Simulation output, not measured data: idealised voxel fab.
This section sets out a process module, namely voxel air gaps.
Cross-sectional view cut (width: 255 nm; square cell size: 5 nm).
A cross-section in this document is a grid of square cells, and it is written down as bands, the top band listed before the ones below it; a band is made up of one or more rows of cells.
Read a band's entry like this: the first values are the height of its top and the height of its bottom in nm, and what follows is the sequence of materials from left to right, each with its width in nm. Note that "blank" is empty space, and that a single material marked "throughout" reaches across the band from edge to edge.
For the purposes of this specification, 0 denotes the height below which the wafer in its as-received condition is composed wholly of one material, and the lowermost band, lacking a lower limit, extends downward without end, as expressed in "0 and below".
When a width is written as two numbers, as in "30->40", the first number is the width in the top row of cells of the band and the second is the width in its bottom row, and the width changes by the same amount from each row to the next.
Where the words "remained unchanged" appear for a step, the cross-section shows no cell changed by that step; every cell remained as before.
The label "Sealed-off cavities" introduces a list of the empty spaces, 8 cells or larger, that have no open way up to the top; each entry in it reads width x height at distance, where the distance is taken from the left edge and all three are stated in nm.
Step line, after settings: the simulator's comment on this step.
overlay nm, on a step with a mask: how far to the right of its planned place the mask lay; to the left if negative
plan
1: RECEIVE, material Si
2: CONFORMAL_DEP, material SiO2, thk nm 10
3: CONFORMAL_DEP, material SiN, thk nm 5
4: DIRECTIONAL_DEP, material lowk, thk nm 40
5: PATTERN, tone open, mask id LINES, material resist, width nm 15, pitch nm 40, thk nm 15, overlay nm 0
6: DIRECTIONAL_ETCH, etch materials lowk, depth nm 40
7: STRIP, etch materials resist
8: CONFORMAL_DEP, material TiN, thk nm 5
9: FILL_DEP, material Cu, thk nm 5
10: CMP, height nm 55
11: EPI, material Ru, thk nm 10
12: SELECTIVE_ETCH, etch materials lowk, depth nm 50
13: CONFORMAL_DEP, material SiN, thk nm 5
As received (post step 1): cross-section
  0 and below = Si throughout
  Sealed-off cavities: none
Cross-section: first of two wafers, module finished, run according to plan
  70 down to 65 = blank=45 / SiN=165 / blank=45
  65 down to 55 = blank=45 / SiN=5 / Ru=35 / SiN=5 / Ru=35 / SiN=5 / Ru=35 / SiN=5 / Ru=35 / SiN=5 / blank=45
  55 down to 50 = blank=45 / SiN=15 / TiN=5 / Cu=5 / TiN=5 / SiN=25 / TiN=5 / Cu=5 / TiN=5 / SiN=25 / TiN=5 / Cu=5 / TiN=5 / SiN=25 / TiN=5 / Cu=5 / TiN=5 / SiN=15 / blank=45
  50 down to 20 = blank=55 / SiN=5 / TiN=5 / Cu=5 / TiN=5 / SiN=5 / blank=15 / SiN=5 / TiN=5 / Cu=5 / TiN=5 / SiN=5 / blank=15 / SiN=5 / TiN=5 / Cu=5 / TiN=5 / SiN=5 / blank=15 / SiN=5 / TiN=5 / Cu=5 / TiN=5 / SiN=5 / blank=55
  20 down to 15 = SiN=60 / TiN=15 / SiN=25 / TiN=15 / SiN=25 / TiN=15 / SiN=25 / TiN=15 / SiN=60
  15 down to 10 = SiN throughout
  10 down to 0 = SiO2 throughout
  0 and below = Si throughout
  Sealed-off cavities: 15 x 30 at 80; 15 x 30 at 120; 15 x 30 at 160
Cross-section, wafer two of two, end of module: same start and plan as wafer one, one error in execution
  70 down to 65 = blank=55 / SiN=165 / blank=35
  65 down to 55 = blank=55 / SiN=5 / Ru=35 / SiN=5 / Ru=35 / SiN=5 / Ru=35 / SiN=5 / Ru=35 / SiN=5 / blank=35
  55 down to 50 = blank=55 / SiN=15 / TiN=5 / Cu=5 / TiN=5 / SiN=25 / TiN=5 / Cu=5 / TiN=5 / SiN=25 / TiN=5 / Cu=5 / TiN=5 / SiN=25 / TiN=5 / Cu=5 / TiN=5 / SiN=15 / blank=35
  50 down to 20 = blank=65 / SiN=5 / TiN=5 / Cu=5 / TiN=5 / SiN=5 / blank=15 / SiN=5 / TiN=5 / Cu=5 / TiN=5 / SiN=5 / blank=15 / SiN=5 / TiN=5 / Cu=5 / TiN=5 / SiN=5 / blank=15 / SiN=5 / TiN=5 / Cu=5 / TiN=5 / SiN=5 / blank=45
  20 down to 15 = SiN=70 / TiN=15 / SiN=25 / TiN=15 / SiN=25 / TiN=15 / SiN=25 / TiN=15 / SiN=50
  15 down to 10 = SiN throughout
  10 down to 0 = SiO2 throughout
  0 and below = Si throughout
  Sealed-off cavities: 15 x 30 at 90; 15 x 30 at 130; 15 x 30 at 170
what went wrong: rather than as planned, step 5 actually ran as PATTERN, tone open, mask id LINES, material resist, width nm 15, pitch nm 40, thk nm 15, overlay nm 10
Final state: per-material cell counts identical on both wafers; locations differ.
